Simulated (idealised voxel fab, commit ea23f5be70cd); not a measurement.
The process module presented herein is designated voxel transistor to metal.
Displayed cross-section: cut, width of 200 nm, square cells sized 5 nm.
Reading order for cross-sections: top band down to bottom band. Underlying form: a grid of square cells. Band size: one or more rows of cells.
Heads up on the band format: heights come first, top then bottom, in nm. After that it's the materials left to right, each with its width in nm. A single material flagged "edge to edge" fills the whole band edge to edge, and "blank" means there's empty space there.
Basically, 0 is our baseline, since under it the wafer straight out of the box is all one material. The bottom band has no lower end and keeps on going down, so it looks like "from 0 down".
Note: "30 to 40" means the width goes from the first number (top row of the band) to the second number (bottom row) in equal steps per row of cells.
Basically "nothing was modified" means that step didn't change any cell in the cross-section.
Any empty space of 8 cells or more lacking an open way to the top shows up in "Fully sealed cavities" as width x height at distance, distance from the left edge, in nm.
Note: text after step settings on the step line = simulator remark on that step.
When a step includes a mask, the "overlay nm" setting on its line states how far to the right of its planned place that mask lay, and negative values state how far to the left.
The planned process steps are enumerated hereunder:
1,RECEIVE: material Si
2,CONFORMAL_DEP: material SiO2, thk nm 5
3,CONFORMAL_DEP: material SiN, thk nm 10
4,PATTERN: tone cover, mask id ACTIVE, material resist, width nm 120, thk nm 15, overlay nm 0
5,DIRECTIONAL_ETCH: etch materials SiN, depth nm 10
6,DIRECTIONAL_ETCH: etch materials SiO2, depth nm 5
7,DIRECTIONAL_ETCH: etch materials Si, depth nm 20
8,STRIP: etch materials resist
9,OXIDIZE: depth nm 5
10,FILL_DEP: material SiO2, thk nm 10
11,CMP: height nm 15
12,SELECTIVE_ETCH: etch materials SiO2, depth nm 10
13,STRIP: etch materials SiN
14,SELECTIVE_ETCH: etch materials SiO2, depth nm 5
15,OXIDIZE: depth nm 5
16,DIRECTIONAL_DEP: material polySi, thk nm 30
17,DIRECTIONAL_DEP: material SiCN, thk nm 15
18,DIRECTIONAL_DEP: material aC, thk nm 15
19,PATTERN: tone cover, mask id GATE, material resist, width nm 20, thk nm 35, overlay nm 0
20,DIRECTIONAL_ETCH: etch materials aC, depth nm 15
21,STRIP: etch materials resist
22,DIRECTIONAL_ETCH: etch materials SiCN, depth nm 25
23,DIRECTIONAL_ETCH: etch materials polySi, depth nm 40
24,STRIP: etch materials aC
25,CONFORMAL_DEP: material SiO2, thk nm 5
26,DIRECTIONAL_ETCH: etch materials SiO2, depth nm 5
27,CONFORMAL_DEP: material SiN, thk nm 5
28,DIRECTIONAL_ETCH: etch materials SiN, depth nm 5
29,DIRECTIONAL_ETCH: etch materials SiO2, depth nm 5
30,DIRECTIONAL_ETCH: etch materials Si, depth nm 5
31,EPI: material nSi, thk nm 5
32,FILL_DEP: material SiO2, thk nm 5
33,CMP: height nm 45
34,DIRECTIONAL_DEP: material SiO2, thk nm 15
35,DIRECTIONAL_DEP: material aC, thk nm 15
36,PATTERN: tone open, mask id CONTACT, material resist, width nm 20, pitch nm 80, thk nm 30, overlay nm 0
37,DIRECTIONAL_ETCH: etch materials aC, depth nm 15
38,STRIP: etch materials resist
39,DIRECTIONAL_ETCH: etch materials SiO2, depth nm 65
40,STRIP: etch materials aC
41,CONFORMAL_DEP: material TiN, thk nm 5
42,FILL_DEP: material W, thk nm 10
43,CMP: height nm 60
44,DIRECTIONAL_DEP: material TiN, thk nm 5
45,DIRECTIONAL_DEP: material Ru, thk nm 20
46,PATTERN: tone cover, mask id METAL_1, material resist, width nm 20, pitch nm 80, thk nm 20, overlay nm 0
47,DIRECTIONAL_ETCH: etch materials Ru, depth nm 20
48,DIRECTIONAL_ETCH: etch materials TiN, depth nm 5
49,STRIP: etch materials resist
50,FILL_DEP: material lowk, thk nm 10
51,CMP: height nm 85
52,CONFORMAL_DEP: material SiCN, thk nm 5
Cross-section: wafer on arrival = after step 1:
	from 0 down = Si edge to edge
	Fully sealed cavities: none
First of two wafers: cross-section at end of module, run per plan:
	from 90 to 85 = SiCN edge to edge
	from 85 to 65 = lowk (50); Ru (20); lowk (60); Ru (20); lowk (50)
	from 65 to 60 = lowk (50); TiN (20); lowk (60); TiN (20); lowk (50)
	from 60 to 45 = SiO2 (50); TiN (5); W (10); TiN (5); SiO2 (60); TiN (5); W (10); TiN (5); SiO2 (50)
	from 45 to 30 = SiO2 (50); TiN (5); W (10); TiN (5); SiO2 (10); SiN (5); SiO2 (5); SiCN (20); SiO2 (5); SiN (5); SiO2 (10); TiN (5); W (10); TiN (5); SiO2 (50)
	from 30 to 0 = SiO2 (50); TiN (5); W (10); TiN (5); SiO2 (10); SiN (5); SiO2 (5); polySi (20); SiO2 (5); SiN (5); SiO2 (10); TiN (5); W (10); TiN (5); SiO2 (50)
	from 0 to -5 = SiO2 (50); TiN (20); SiO2 (5); nSi (5); SiO2 (40); nSi (5); SiO2 (5); TiN (20); SiO2 (50)
	from -5 to -10 = SiO2 (45); nSi (35); Si (40); nSi (35); SiO2 (45)
	from -10 to -25 = SiO2 (45); Si (110); SiO2 (45)
	from -25 down = Si edge to edge
	Fully sealed cavities: none
Here is the second of the two wafers cut open at the end of the module - same start, same plan as the first one, but we made one mistake running it:
	from 90 to 85 = SiCN edge to edge
	from 85 to 65 = lowk (50); Ru (20); lowk (60); Ru (20); lowk (50)
	from 65 to 60 = lowk (50); TiN (20); lowk (60); TiN (20); lowk (50)
	from 60 to 45 = SiO2 (50); TiN (5); W (10); TiN (5); SiO2 (60); TiN (5); W (10); TiN (5); SiO2 (50)
	from 45 to 30 = SiO2 (50); TiN (5); W (10); TiN (5); SiO2 (10); SiN (5); SiO2 (5); SiCN (20); SiO2 (5); SiN (5); SiO2 (10); TiN (5); W (10); TiN (5); SiO2 (50)
	from 30 to 0 = SiO2 (50); TiN (5); W (10); TiN (5); SiO2 (10); SiN (5); SiO2 (5); polySi (20); SiO2 (5); SiN (5); SiO2 (10); TiN (5); W (10); TiN (5); SiO2 (50)
	from 0 to -5 = SiO2 (30); SiN (10); SiO2 (10); TiN (20); SiO2 (5); nSi (5); SiO2 (40); nSi (5); SiO2 (5); TiN (20); SiO2 (10); SiN (10); SiO2 (30)
	from -5 to -10 = SiO2 (30); SiN (10); SiO2 (10); nSi (30); Si (40); nSi (30); SiO2 (10); SiN (10); SiO2 (30)
	from -10 to -15 = SiO2 (50); Si (100); SiO2 (50)
	from -15 to -25 = SiO2 (45); Si (110); SiO2 (45)
	from -25 down = Si edge to edge
	Fully sealed cavities: none
Against the plan, the run slipped here: steps 12 and 13 of the plan were run in the wrong order, each in the other's place
Materials where the second wafer ends with more or fewer cells than the first: Si: 2 fewer, SiN: 8 more, SiO2: 4 fewer, nSi: 2 fewer
